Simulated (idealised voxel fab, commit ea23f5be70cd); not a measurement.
This section sets out a process module, namely voxel trench capacitor.
Each square cell in cross-section cut measures 5 nm, and the section as a whole is 295 nm wide.
Cross-section format: a grid of square cells, given as bands from top to bottom; each band is one or more rows of cells. What a band's entry tells you: where the top is and where the bottom is, as heights in nm, and after that what lies inside, material by material from left to right, each with its width in nm. Empty space is written as the word "air", and a single material marked with the word "all across" occupies the band from edge to edge. The reference from which all heights are counted is 0, the level beneath which the as-received wafer is entirely one material; the lowest band, having no lower bound, proceeds downward and is written after the example "from 0 down". Top row gets the first number, bottom row gets the second, and each row in between changes by the same step: that is how a band width like "30..40" works. Key: "stayed the same" - step with no changed cell in the cross-section. The label "Voids, sealed" introduces a list of the empty spaces, 8 cells or larger, that have no open way up to the top; each entry in it reads width x height at distance, where the distance is taken from the left edge and all three are stated in nm. Past the settings on a step's line: simulator remark, on that step. Among the settings permitted on a step's line is "overlay nm"; applied to a step with a mask, it specifies the extent to which the mask lay to the right of its planned position, whereas a negative figure signifies a position to the left.

[Set out below are the planned steps of the process]
1) RECEIVE, material Si
2) CONFORMAL_DEP, material SiN, thk nm 10
3) DIRECTIONAL_DEP, material aC, thk nm 10
4) PATTERN, tone open, mask id TRENCH, material resist, width nm 20, pitch nm 50, thk nm 30, overlay nm 0
5) DIRECTIONAL_ETCH, etch materials aC, depth nm 10
6) STRIP, etch materials resist
7) DIRECTIONAL_ETCH, etch materials SiN, depth nm 10
8) DIRECTIONAL_ETCH, etch materials Si, depth nm 35
9) STRIP, etch materials aC
10) CONFORMAL_DEP, material Al2O3, thk nm 5
11) FILL_DEP, material polySi, thk nm 5
12) CMP, height nm 10

[So, the first of our two wafers, run just as we planned it]

[Cross-section of the wafer upon arrival, representing the state reached after step 1]
* from 0 down  Si all across
* Voids, sealed: none

[Cross-section through the wafer, step 2 finished]
* from 10 to 0  SiN all across
* Under the height 0 nothing was changed.

[Cross-section through the wafer, step 3 finished]
* from 20 to 10  aC all across
* Under the height 10 nothing was changed.

[Cross-section through the wafer, step 4 finished]
* from 50 to 20  resist: 60, then air: 20, then resist: 30, then air: 20, then resist: 30, then air: 20, then resist: 30, then air: 20, then resist: 65
* Under the height 20 nothing was changed.

[Cross-section through the wafer, step 5 finished]
* from 40 to 20  resist: 60, then air: 20, then resist: 30, then air: 20, then resist: 30, then air: 20, then resist: 30, then air: 20, then resist: 65
* from 20 to 10  aC: 60, then air: 20, then aC: 30, then air: 20, then aC: 30, then air: 20, then aC: 30, then air: 20, then aC: 65
* Under the height 10 nothing was changed.

[Cross-section through the wafer, step 6 finished]
* from 20 to 10  aC: 60, then air: 20, then aC: 30, then air: 20, then aC: 30, then air: 20, then aC: 30, then air: 20, then aC: 65
* Under the height 10 nothing was changed.

[Cross-section through the wafer, step 7 finished]
* from 20 to 10  aC: 60, then air: 20, then aC: 30, then air: 20, then aC: 30, then air: 20, then aC: 30, then air: 20, then aC: 65
* from 10 to 0  SiN: 60, then air: 20, then SiN: 30, then air: 20, then SiN: 30, then air: 20, then SiN: 30, then air: 20, then SiN: 65
* Under the height 0 nothing was changed.

[Cross-section through the wafer, step 8 finished]
* from 20 to 10  aC: 60, then air: 20, then aC: 30, then air: 20, then aC: 30, then air: 20, then aC: 30, then air: 20, then aC: 65
* from 10 to 0  SiN: 60, then air: 20, then SiN: 30, then air: 20, then SiN: 30, then air: 20, then SiN: 30, then air: 20, then SiN: 65
* from 0 to -35  Si: 60, then air: 20, then Si: 30, then air: 20, then Si: 30, then air: 20, then Si: 30, then air: 20, then Si: 65
* Under the height -35 nothing was changed.

[Cross-section through the wafer, step 9 finished]
* from 10 to 0  SiN: 60, then air: 20, then SiN: 30, then air: 20, then SiN: 30, then air: 20, then SiN: 30, then air: 20, then SiN: 65
* Under the height 0 nothing was changed.

[Cross-section through the wafer, step 10 finished]
* from 15 to 10  Al2O3: 65, then air: 10, then Al2O3: 40, then air: 10, then Al2O3: 40, then air: 10, then Al2O3: 40, then air: 10, then Al2O3: 70
* from 10 to 0  SiN: 60, then Al2O3: 5, then air: 10, then Al2O3: 5, then SiN: 30, then Al2O3: 5, then air: 10, then Al2O3: 5, then SiN: 30, then Al2O3: 5, then air: 10, then Al2O3: 5, then SiN: 30, then Al2O3: 5, then air: 10, then Al2O3: 5, then SiN: 65
* from 0 to -30  Si: 60, then Al2O3: 5, then air: 10, then Al2O3: 5, then Si: 30, then Al2O3: 5, then air: 10, then Al2O3: 5, then Si: 30, then Al2O3: 5, then air: 10, then Al2O3: 5, then Si: 30, then Al2O3: 5, then air: 10, then Al2O3: 5, then Si: 65
* from -30 to -35  Si: 60, then Al2O3: 20, then Si: 30, then Al2O3: 20, then Si: 30, then Al2O3: 20, then Si: 30, then Al2O3: 20, then Si: 65
* Under the height -35 nothing was changed.

[Cross-section through the wafer, step 11 finished]
* from 20 to 15  polySi all across
* from 15 to 10  Al2O3: 65, then polySi: 10, then Al2O3: 40, then polySi: 10, then Al2O3: 40, then polySi: 10, then Al2O3: 40, then polySi: 10, then Al2O3: 70
* from 10 to 0  SiN: 60, then Al2O3: 5, then polySi: 10, then Al2O3: 5, then SiN: 30, then Al2O3: 5, then polySi: 10, then Al2O3: 5, then SiN: 30, then Al2O3: 5, then polySi: 10, then Al2O3: 5, then SiN: 30, then Al2O3: 5, then polySi: 10, then Al2O3: 5, then SiN: 65
* from 0 to -30  Si: 60, then Al2O3: 5, then polySi: 10, then Al2O3: 5, then Si: 30, then Al2O3: 5, then polySi: 10, then Al2O3: 5, then Si: 30, then Al2O3: 5, then polySi: 10, then Al2O3: 5, then Si: 30, then Al2O3: 5, then polySi: 10, then Al2O3: 5, then Si: 65
* Under the height -30 nothing was changed.

[Cross-section through the wafer, step 12 finished]
* from 10 to 0  SiN: 60, then Al2O3: 5, then polySi: 10, then Al2O3: 5, then SiN: 30, then Al2O3: 5, then polySi: 10, then Al2O3: 5, then SiN: 30, then Al2O3: 5, then polySi: 10, then Al2O3: 5, then SiN: 30, then Al2O3: 5, then polySi: 10, then Al2O3: 5, then SiN: 65
* Under the height 0 nothing was changed.

[The Second Wafer: Common Origin and Plan, One Mistake in Execution, Identical to the First Through Step 10]

[when step 11 should have ended]
* from 20 to 15  aC all across
* from 15 to 10  Al2O3: 65, then aC: 10, then Al2O3: 40, then aC: 10, then Al2O3: 40, then aC: 10, then Al2O3: 40, then aC: 10, then Al2O3: 70
* from 10 to 0  SiN: 60, then Al2O3: 5, then aC: 10, then Al2O3: 5, then SiN: 30, then Al2O3: 5, then aC: 10, then Al2O3: 5, then SiN: 30, then Al2O3: 5, then aC: 10, then Al2O3: 5, then SiN: 30, then Al2O3: 5, then aC: 10, then Al2O3: 5, then SiN: 65
* from 0 to -30  Si: 60, then Al2O3: 5, then aC: 10, then Al2O3: 5, then Si: 30, then Al2O3: 5, then aC: 10, then Al2O3: 5, then Si: 30, then Al2O3: 5, then aC: 10, then Al2O3: 5, then Si: 30, then Al2O3: 5, then aC: 10, then Al2O3: 5, then Si: 65
* Under the height -30 nothing was changed.

[when step 12 should have ended]
* from 10 to 0  SiN: 60, then Al2O3: 5, then aC: 10, then Al2O3: 5, then SiN: 30, then Al2O3: 5, then aC: 10, then Al2O3: 5, then SiN: 30, then Al2O3: 5, then aC: 10, then Al2O3: 5, then SiN: 30, then Al2O3: 5, then aC: 10, then Al2O3: 5, then SiN: 65
* Under the height 0 nothing was changed.
Against the plan, the run slipped here: contrary to plan, step 11 was performed as FILL_DEP, material aC, thk nm 5
Once processing is complete, comparing cell counts shows that the second wafer has more or fewer of certain materials than the first: aC +64 | polySi -64
